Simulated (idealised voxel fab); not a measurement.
Process module in this document: voxel self aligned contacts
Cross-section cut: width 280 nm, square cells of 5 nm.
In what follows, cross-sections appear as grids of square cells, described through bands that run from the top down, where every band is one or more rows of cells. A band entry consists of two parts. The first gives the height of the band's top and the height of its bottom, in nm. The rest lists the band's materials from left to right, each with its width in nm. A single material labelled with the word "throughout" fills the band from edge to edge, and the word "blank" marks empty space. Height reference: 0 = level under which incoming wafer is all one material. Lowest band: no bottom, runs on downward, e.g. "0 -> down". A width given as "30 to 40" starts at the first number in the band's top row and ends at the second number in its bottom row, shifting by an equal amount at every step from row to row. When a step is marked "everything unchanged", none of the cells in the cross-section changed during that step. Basically, "Voids, enclosed" tells you about the enclosed voids: empty spaces with no open way to the top, 8 cells or bigger, each written width x height at distance, where distance is from the left edge, all in nm. Post-settings text on a step line: simulator's own remark regarding the step. overlay nm: how far to the right of its planned place the mask lay on this masked step (negative: to the left).

Planned process steps
- 1: RECEIVE with material Si
- 2: CONFORMAL_DEP with material SiO2, thk nm 5
- 3: DIRECTIONAL_DEP with material polySi, thk nm 30
- 4: DIRECTIONAL_DEP with material SiN, thk nm 15
- 5: DIRECTIONAL_DEP with material aC, thk nm 10
- 6: PATTERN with tone cover, mask id GATE, material resist, width nm 30, pitch nm 60, thk nm 25, overlay nm 0
- 7: DIRECTIONAL_ETCH with etch materials aC, depth nm 10
- 8: STRIP with etch materials resist
- 9: DIRECTIONAL_ETCH with etch materials SiN, depth nm 15
- 10: DIRECTIONAL_ETCH with etch materials polySi, depth nm 30
- 11: STRIP with etch materials aC
- 12: CONFORMAL_DEP with material SiN, thk nm 5
- 13: DIRECTIONAL_ETCH with etch materials SiN, depth nm 5
- 14: FILL_DEP with material SiO2, thk nm 15
- 15: CMP with height nm 60
- 16: MASKED_ETCH with tone open, mask id CONTACT, width nm 40, etch materials SiO2, depth nm 60, overlay nm 0
- 17: CONFORMAL_DEP with material TiN, thk nm 5
- 18: FILL_DEP with material W, thk nm 10
- 19: CMP with height nm 60
- 20: CONFORMAL_DEP with material SiCN, thk nm 5

Incoming wafer, cross-sectional view, post step 1
    0 -> down  Si throughout
    Voids, enclosed: none

End-of-module XS, first of two wafers, run as planned
    65 -> 60  SiCN throughout
    60 -> 50  120 of SiO2, then 5 to 15 of TiN, then 30 to 10 of W, then 5 to 15 of TiN, then 120 of SiO2
    50 -> 35  90 of SiO2, then 40 of SiN, then 5 of TiN, then 10 of W, then 5 of TiN, then 40 of SiN, then 90 of SiO2
    35 -> 5  90 of SiO2, then 5 of SiN, then 30 of polySi, then 5 of SiN, then 5 of TiN, then 10 of W, then 5 of TiN, then 5 of SiN, then 30 of polySi, then 5 of SiN, then 90 of SiO2
    5 -> 0  130 of SiO2, then 20 of TiN, then 130 of SiO2
    0 -> down  Si throughout
    Voids, enclosed: none

Second wafer through the module, sectioned at the end: same beginning and same plan as the first wafer, with one mistake in carrying it out
    65 -> 60  SiCN throughout
    60 -> 50  125 of SiO2, then 5 to 10 of TiN, then 30 to 10 of W, then 5 to 20 of TiN, then 115 of SiO2
    50 -> 35  90 of SiO2, then 40 of SiN, then 5 of TiN, then 10 of W, then 5 of TiN, then 40 of SiN, then 90 of SiO2
    35 -> 5  90 of SiO2, then 5 of SiN, then 30 of polySi, then 5 of SiN, then 5 of TiN, then 10 of W, then 5 of TiN, then 5 of SiN, then 30 of polySi, then 5 of SiN, then 90 of SiO2
    5 -> 0  130 of SiO2, then 20 of TiN, then 130 of SiO2
    0 -> down  Si throughout
    Voids, enclosed: none
Diagnosis: heads up, step 16 didn't go per plan, it actually ran as MASKED_ETCH with tone open, mask id CONTACT, width nm 40, etch materials SiO2, depth nm 60, overlay nm 5
Heads up: at the end the two wafers have identical cell counts per material, they're just laid out differently.
